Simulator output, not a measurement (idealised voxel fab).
Process module heading - voxel ribs on slabs
The figure presents cross-section cut, which has a width of 230 nm and is divided into square cells with an edge length of 5 nm.
Cross-sections here: square-cell grids, written as top-down lists of bands, a band being one or more rows of cells.
Heads up on the band format: heights come first, top then bottom, in nm. After that it's the materials left to right, each with its width in nm. A single material flagged "full width" fills the whole band edge to edge, and "air" means there's empty space there.
Height datum 0, below which the as-received substrate wafer is one material. Lowest band open at the bottom, running downward: "z 0 and below".
Graded width ("30->40"): value in top row of band = first number; value in bottom row = second number; row-to-row change constant.
Given "remained unchanged" for a step, no cell of the cross-section differs between before and after that step.
Entry "Entrapped voids". Content: empty spaces with no open connection to the top, size 8 cells or greater. Each: width x height at distance. Distance: from left edge. Unit: nm.
Read whatever lies past the settings on a step's line as the simulator's own remark about the step.
overlay nm: step with mask; distance mask lay right of planned place; negative value = left of planned place.

[Process steps - plan]
1) RECEIVE | material Si
2) DIRECTIONAL_DEP | material SiO2 | thk nm 25
3) DIRECTIONAL_DEP | material SiN | thk nm 20
4) PATTERN | tone cover | mask id RIB | material resist | width nm 20 | thk nm 15 | overlay nm 0
5) DIRECTIONAL_ETCH | etch materials SiN | depth nm 5
6) STRIP | etch materials resist
7) PATTERN | tone cover | mask id SLAB | material resist | width nm 50 | thk nm 20 | overlay nm 0
8) DIRECTIONAL_ETCH | etch materials SiN | depth nm 15
9) STRIP | etch materials resist
10) FILL_DEP | material SiO2 | thk nm 15
11) CMP | height nm 55
12) DIRECTIONAL_DEP | material W | thk nm 5
13) PATTERN | tone cover | mask id HEATER | material resist | width nm 30 | thk nm 20 | overlay nm 0
14) DIRECTIONAL_ETCH | etch materials W | depth nm 5
15) STRIP | etch materials resist
16) CONFORMAL_DEP | material SiN | thk nm 10

[Cross-sectional view of the wafer in its as-received condition, corresponding to the state after step 1]
* z 0 and below: Si full width
* Entrapped voids: none

[Post-module cross-section: identical start and plan to those above, one misstep in execution]
* z 70 to 65: 90 of air  50 of SiN  90 of air
* z 65 to 60: SiN full width
* z 60 to 55: 100 of SiN  30 of W  100 of SiN
* z 55 to 45: SiO2 full width
* z 45 to 40: 105 of SiO2  20 of SiN  105 of SiO2
* z 40 to 25: 95 of SiO2  50 of SiN  85 of SiO2
* z 25 to 0: SiO2 full width
* z 0 and below: Si full width
* Entrapped voids: none
Deviation from plan: the process deviated at step 7: the operation and settings actually run there were PATTERN | tone cover | mask id SLAB | material resist | width nm 50 | thk nm 20 | overlay nm 5
